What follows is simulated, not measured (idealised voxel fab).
The name of this process module is voxel air gaps.
It is cross-section cut that appears here, measuring 205 nm in width, its square cells being 5 nm in size.
This document writes a cross-section as a grid whose cells are square, and gives it as bands, listed from the top down; one or more rows of cells form a band. First you get the band's top height and its bottom height, in nm, and then the materials it's made of, left to right, with each width in nm. If you see a single material with "edge to edge", that one covers the band edge to edge. "empty" is empty space. Heights from 0 (as-received wafer is one material below). Bottom band endless downward, as "0 down". Note: "30 to 40" means the width goes from the first number (top row of the band) to the second number (bottom row) in equal steps per row of cells. You'll sometimes find "changes: none" written for a step, and that's the way of saying that nowhere in the cross-section did a cell change during that step. This entry, "Non-vented voids", enumerates those empty regions of no fewer than 8 cells that possess no open connection to the top. Each region is reported in the form width x height at distance, the distance being taken from the left edge, with all three quantities expressed in nm. That trailing text on a step's line, after the settings, is the simulator's own remark on the step. A step's line can hold "overlay nm"; with a mask on that step, the setting says how far right of the planned place the mask lay, while a negative setting says it lay to the left.
The following list gives the planned process steps
1,RECEIVE,material Si
2,CONFORMAL_DEP,material SiO2,thk nm 10
3,CONFORMAL_DEP,material SiN,thk nm 5
4,DIRECTIONAL_DEP,material SiO2,thk nm 35
5,PATTERN,tone open,mask id LINES,material resist,width nm 25,pitch nm 55,thk nm 20,overlay nm 0
6,DIRECTIONAL_ETCH,etch materials SiO2,depth nm 35
7,STRIP,etch materials resist
8,CONFORMAL_DEP,material TiN,thk nm 5
9,FILL_DEP,material Ru,thk nm 5
10,CMP,height nm 50
11,EPI,material Ru,thk nm 10
12,SELECTIVE_ETCH,etch materials SiO2,depth nm 45
13,CONFORMAL_DEP,material SiCN,thk nm 5
First of two wafers, processed according to plan
As-received wafer cross-section (after step 1)
- 0 down: Si edge to edge
- Non-vented voids: none
Cross-section through the wafer, step 2 finished
- 10 to 0: SiO2 edge to edge
- Lower than 0, everything is as it was.
Cross-section through the wafer, step 3 finished
- 15 to 10: SiN edge to edge
- Lower than 10, everything is as it was.
Cross-section through the wafer, step 4 finished
- 50 to 15: SiO2 edge to edge
- Lower than 15, everything is as it was.
Cross-section through the wafer, step 5 finished
- 70 to 50: resist (35), then empty (25), then resist (30), then empty (25), then resist (30), then empty (25), then resist (35)
- Lower than 50, everything is as it was.
Cross-section through the wafer, step 6 finished
- 70 to 50: resist (35), then empty (25), then resist (30), then empty (25), then resist (30), then empty (25), then resist (35)
- 50 to 15: SiO2 (35), then empty (25), then SiO2 (30), then empty (25), then SiO2 (30), then empty (25), then SiO2 (35)
- Lower than 15, everything is as it was.
Cross-section through the wafer, step 7 finished
- 50 to 15: SiO2 (35), then empty (25), then SiO2 (30), then empty (25), then SiO2 (30), then empty (25), then SiO2 (35)
- Lower than 15, everything is as it was.
Cross-section through the wafer, step 8 finished
- 55 to 50: TiN (40), then empty (15), then TiN (40), then empty (15), then TiN (40), then empty (15), then TiN (40)
- 50 to 20: SiO2 (35), then TiN (5), then empty (15), then TiN (5), then SiO2 (30), then TiN (5), then empty (15), then TiN (5), then SiO2 (30), then TiN (5), then empty (15), then TiN (5), then SiO2 (35)
- 20 to 15: SiO2 (35), then TiN (25), then SiO2 (30), then TiN (25), then SiO2 (30), then TiN (25), then SiO2 (35)
- Lower than 15, everything is as it was.
Cross-section through the wafer, step 9 finished
- 60 to 55: Ru edge to edge
- 55 to 50: TiN (40), then Ru (15), then TiN (40), then Ru (15), then TiN (40), then Ru (15), then TiN (40)
- 50 to 20: SiO2 (35), then TiN (5), then Ru (15), then TiN (5), then SiO2 (30), then TiN (5), then Ru (15), then TiN (5), then SiO2 (30), then TiN (5), then Ru (15), then TiN (5), then SiO2 (35)
- Lower than 20, everything is as it was.
Cross-section through the wafer, step 10 finished
- 50 to 20: SiO2 (35), then TiN (5), then Ru (15), then TiN (5), then SiO2 (30), then TiN (5), then Ru (15), then TiN (5), then SiO2 (30), then TiN (5), then Ru (15), then TiN (5), then SiO2 (35)
- Lower than 20, everything is as it was.
Cross-section through the wafer, step 11 finished
- 60 to 50: empty (25), then Ru (45), then empty (10), then Ru (45), then empty (10), then Ru (45), then empty (25)
- Lower than 50, everything is as it was.
Cross-section through the wafer, step 12 finished
- 60 to 50: empty (25), then Ru (45), then empty (10), then Ru (45), then empty (10), then Ru (45), then empty (25)
- 50 to 20: empty (35), then TiN (5), then Ru (15), then TiN (5), then empty (30), then TiN (5), then Ru (15), then TiN (5), then empty (30), then TiN (5), then Ru (15), then TiN (5), then empty (35)
- 20 to 15: empty (35), then TiN (25), then empty (30), then TiN (25), then empty (30), then TiN (25), then empty (35)
- Lower than 15, everything is as it was.
Cross-section through the wafer, step 13 finished
- 65 to 60: empty (20), then SiCN (165), then empty (20)
- 60 to 50: empty (20), then SiCN (5), then Ru (45), then SiCN (10), then Ru (45), then SiCN (10), then Ru (45), then SiCN (5), then empty (20)
- 50 to 45: empty (20), then SiCN (15), then TiN (5), then Ru (15), then TiN (5), then SiCN (30), then TiN (5), then Ru (15), then TiN (5), then SiCN (30), then TiN (5), then Ru (15), then TiN (5), then SiCN (15), then empty (20)
- 45 to 20: empty (30), then SiCN (5), then TiN (5), then Ru (15), then TiN (5), then SiCN (5), then empty (20), then SiCN (5), then TiN (5), then Ru (15), then TiN (5), then SiCN (5), then empty (20), then SiCN (5), then TiN (5), then Ru (15), then TiN (5), then SiCN (5), then empty (30)
- 20 to 15: SiCN (35), then TiN (25), then SiCN (30), then TiN (25), then SiCN (30), then TiN (25), then SiCN (35)
- Lower than 15, everything is as it was.
- Non-vented voids: 20 x 25 at 65; 20 x 25 at 120
Regarding the second of the two wafers: it shared the first wafer's starting condition and process plan, yet one error occurred during its execution. Its history coincides with that of the first wafer up to and including step 4
Cross-sectional view of the second wafer at the intended end time of process step 5
- 70 to 50: empty (35), then resist (25), then empty (30), then resist (25), then empty (30), then resist (25), then empty (35)
- Lower than 50, everything is as it was.
Cross-sectional view of the second wafer at the intended end time of process step 6
- 70 to 50: empty (35), then resist (25), then empty (30), then resist (25), then empty (30), then resist (25), then empty (35)
- 50 to 15: empty (35), then SiO2 (25), then empty (30), then SiO2 (25), then empty (30), then SiO2 (25), then empty (35)
- Lower than 15, everything is as it was.
Cross-sectional view of the second wafer at the intended end time of process step 7
- 50 to 15: empty (35), then SiO2 (25), then empty (30), then SiO2 (25), then empty (30), then SiO2 (25), then empty (35)
- Lower than 15, everything is as it was.
Cross-sectional view of the second wafer at the intended end time of process step 8
- 55 to 50: empty (30), then TiN (35), then empty (20), then TiN (35), then empty (20), then TiN (35), then empty (30)
- 50 to 20: empty (30), then TiN (5), then SiO2 (25), then TiN (5), then empty (20), then TiN (5), then SiO2 (25), then TiN (5), then empty (20), then TiN (5), then SiO2 (25), then TiN (5), then empty (30)
- 20 to 15: TiN (35), then SiO2 (25), then TiN (30), then SiO2 (25), then TiN (30), then SiO2 (25), then TiN (35)
- Lower than 15, everything is as it was.
Cross-sectional view of the second wafer at the intended end time of process step 9
- 60 to 55: Ru edge to edge
- 55 to 50: Ru (30), then TiN (35), then Ru (20), then TiN (35), then Ru (20), then TiN (35), then Ru (30)
- 50 to 20: Ru (30), then TiN (5), then SiO2 (25), then TiN (5), then Ru (20), then TiN (5), then SiO2 (25), then TiN (5), then Ru (20), then TiN (5), then SiO2 (25), then TiN (5), then Ru (30)
- Lower than 20, everything is as it was.
Cross-sectional view of the second wafer at the intended end time of process step 10
- 50 to 20: Ru (30), then TiN (5), then SiO2 (25), then TiN (5), then Ru (20), then TiN (5), then SiO2 (25), then TiN (5), then Ru (20), then TiN (5), then SiO2 (25), then TiN (5), then Ru (30)
- Lower than 20, everything is as it was.
Cross-sectional view of the second wafer at the intended end time of process step 11
- 60 to 50: Ru (45), then empty (5), then Ru (50), then empty (5), then Ru (50), then empty (5), then Ru (45)
- Lower than 50, everything is as it was.
Cross-sectional view of the second wafer at the intended end time of process step 12
- 60 to 50: Ru (45), then empty (5), then Ru (50), then empty (5), then Ru (50), then empty (5), then Ru (45)
- 50 to 20: Ru (30), then TiN (5), then empty (25), then TiN (5), then Ru (20), then TiN (5), then empty (25), then TiN (5), then Ru (20), then TiN (5), then empty (25), then TiN (5), then Ru (30)
- 20 to 15: TiN (35), then empty (25), then TiN (30), then empty (25), then TiN (30), then empty (25), then TiN (35)
- Lower than 15, everything is as it was.
Cross-sectional view of the second wafer at the intended end time of process step 13
- 65 to 60: SiCN edge to edge
- 60 to 50: Ru (45), then SiCN (5), then Ru (50), then SiCN (5), then Ru (50), then SiCN (5), then Ru (45)
- 50 to 45: Ru (30), then TiN (5), then SiCN (25), then TiN (5), then Ru (20), then TiN (5), then SiCN (25), then TiN (5), then Ru (20), then TiN (5), then SiCN (25), then TiN (5), then Ru (30)
- 45 to 20: Ru (30), then TiN (5), then SiCN (5), then empty (15), then SiCN (5), then TiN (5), then Ru (20), then TiN (5), then SiCN (5), then empty (15), then SiCN (5), then TiN (5), then Ru (20), then TiN (5), then SiCN (5), then empty (15), then SiCN (5), then TiN (5), then Ru (30)
- 20 to 15: TiN (35), then SiCN (25), then TiN (30), then SiCN (25), then TiN (30), then SiCN (25), then TiN (35)
- Lower than 15, everything is as it was.
- Non-vented voids: 15 x 25 at 40; 15 x 25 at 95; 15 x 25 at 150
Against the plan, the run slipped here: it should be noted that step 5 was executed with settings other than those planned, the operation and settings actually applied being PATTERN,tone cover,mask id LINES,material resist,width nm 25,pitch nm 55,thk nm 20,overlay nm 0
Count the cells at the end and the second wafer has more or fewer of some materials than the first: Ru: 88 more; SiCN: 12 fewer; TiN: 11 more
In the final state there are 2 closed voids in the first wafer, compared with 3 in the second wafer.
